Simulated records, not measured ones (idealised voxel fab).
Herein follows the process module entitled voxel wiring stack.
Cross-section cut: width 255 nm, square cells of 5 nm.
Cross-section layout: square cells on a grid; listed as bands, top to bottom; a band spans one or more cell rows. A band entry consists of two parts. The first gives the height of the band's top and the height of its bottom, in nm. The rest lists the band's materials from left to right, each with its width in nm. A single material labelled with the word "full width" fills the band from edge to edge, and the word "air" marks empty space. Heights from 0 (as-received wafer is one material below). Bottom band endless downward, as "0..down". Width: "30..40" (first number = top row, second number = bottom row, same change from row to row of cells). The cross-section has no changed cell in any step marked "same as before". Basically, "Enclosed void entries" tells you about the enclosed voids: empty spaces with no open way to the top, 8 cells or bigger, each written width x height at distance, where distance is from the left edge, all in nm. after a step's settings: what the simulator itself notes on the step. overlay nm: on a step with a mask, how far right of its planned place the mask lay; negative means left.
Intended process steps
1 RECEIVE with material Si
2 CONFORMAL_DEP with material SiO2, thk nm 10
3 CONFORMAL_DEP with material SiCN, thk nm 5
4 DIRECTIONAL_DEP with material SiO2, thk nm 15
5 MASKED_ETCH with tone open, mask id METAL_1, width nm 20, pitch nm 50, etch materials SiO2, depth nm 15, overlay nm 0
6 MASKED_ETCH with tone open, mask id METAL_1, width nm 20, pitch nm 50, etch materials SiCN, depth nm 5, overlay nm 0
7 CONFORMAL_DEP with material TiN, thk nm 5
8 FILL_DEP with material Cu, thk nm 10
9 CMP with height nm 30
10 CONFORMAL_DEP with material SiCN, thk nm 5
11 DIRECTIONAL_DEP with material SiO2, thk nm 15
12 MASKED_ETCH with tone open, mask id PLUG_1, width nm 15, pitch nm 100, etch materials SiO2, depth nm 15, overlay nm 0
13 MASKED_ETCH with tone open, mask id PLUG_1, width nm 15, pitch nm 100, etch materials SiCN, depth nm 5, overlay nm 0
14 EPI with material Ru, thk nm 10
15 EPI with material Ru, thk nm 10
16 DIRECTIONAL_DEP with material TiN, thk nm 5
17 DIRECTIONAL_DEP with material Ru, thk nm 20
18 MASKED_ETCH with tone cover, mask id METAL_2, width nm 20, pitch nm 50, etch materials Ru, depth nm 20, overlay nm 0
19 MASKED_ETCH with tone cover, mask id METAL_2, width nm 20, pitch nm 50, etch materials TiN, depth nm 5, overlay nm 0
20 FILL_DEP with material lowk, thk nm 5
21 CMP with height nm 75
22 CONFORMAL_DEP with material SiCN, thk nm 5
As received (post step 1): cross-section
	0..down | Si full width
	Enclosed void entries: none
First of two wafers: cross-section at end of module, run per plan
	80..75 | SiCN full width
	75..55 | lowk=40, Ru=20, lowk=30, Ru=20, lowk=30, Ru=20, lowk=30, Ru=20, lowk=45
	55..50 | lowk=40, TiN=20, lowk=30, TiN=20, lowk=30, TiN=20, lowk=30, TiN=20, lowk=45
	50..35 | SiO2=40, Ru=15, SiO2=85, Ru=15, SiO2=100
	35..30 | SiCN=40, Ru=15, SiCN=85, Ru=15, SiCN=100
	30..15 | SiO2=40, TiN=5, Cu=10, TiN=5, SiO2=30, TiN=5, Cu=10, TiN=5, SiO2=30, TiN=5, Cu=10, TiN=5, SiO2=30, TiN=5, Cu=10, TiN=5, SiO2=45
	15..10 | SiCN=40, TiN=20, SiCN=30, TiN=20, SiCN=30, TiN=20, SiCN=30, TiN=20, SiCN=45
	10..0 | SiO2 full width
	0..down | Si full width
	Enclosed void entries: none
Cross-section, wafer two of two, end of module: same start and plan as wafer one, one error in execution
	80..75 | SiCN full width
	75..55 | lowk=40, Ru=20, lowk=30, Ru=20, lowk=30, Ru=20, lowk=30, Ru=20, lowk=45
	55..50 | lowk=40, TiN=20, lowk=30, TiN=20, lowk=30, TiN=20, lowk=30, TiN=20, lowk=45
	50..35 | SiO2=40, Ru=15, SiO2=85, Ru=15, SiO2=100
	35..30 | SiCN=40, Ru=15, SiCN=85, Ru=15, SiCN=100
	30..20 | Cu full width
	20..15 | TiN=45, Cu=10, TiN=40, Cu=10, TiN=40, Cu=10, TiN=40, Cu=10, TiN=50
	15..10 | SiCN=40, TiN=20, SiCN=30, TiN=20, SiCN=30, TiN=20, SiCN=30, TiN=20, SiCN=45
	10..0 | SiO2 full width
	0..down | Si full width
	Enclosed void entries: none
Short version of what went wrong: the plan's step 4 went unexecuted, having been skipped
Per the end-of-run cell counts, the second wafer holds more or fewer of some materials than the first: 86 more of Cu | 105 fewer of SiO2 | 19 more of TiN
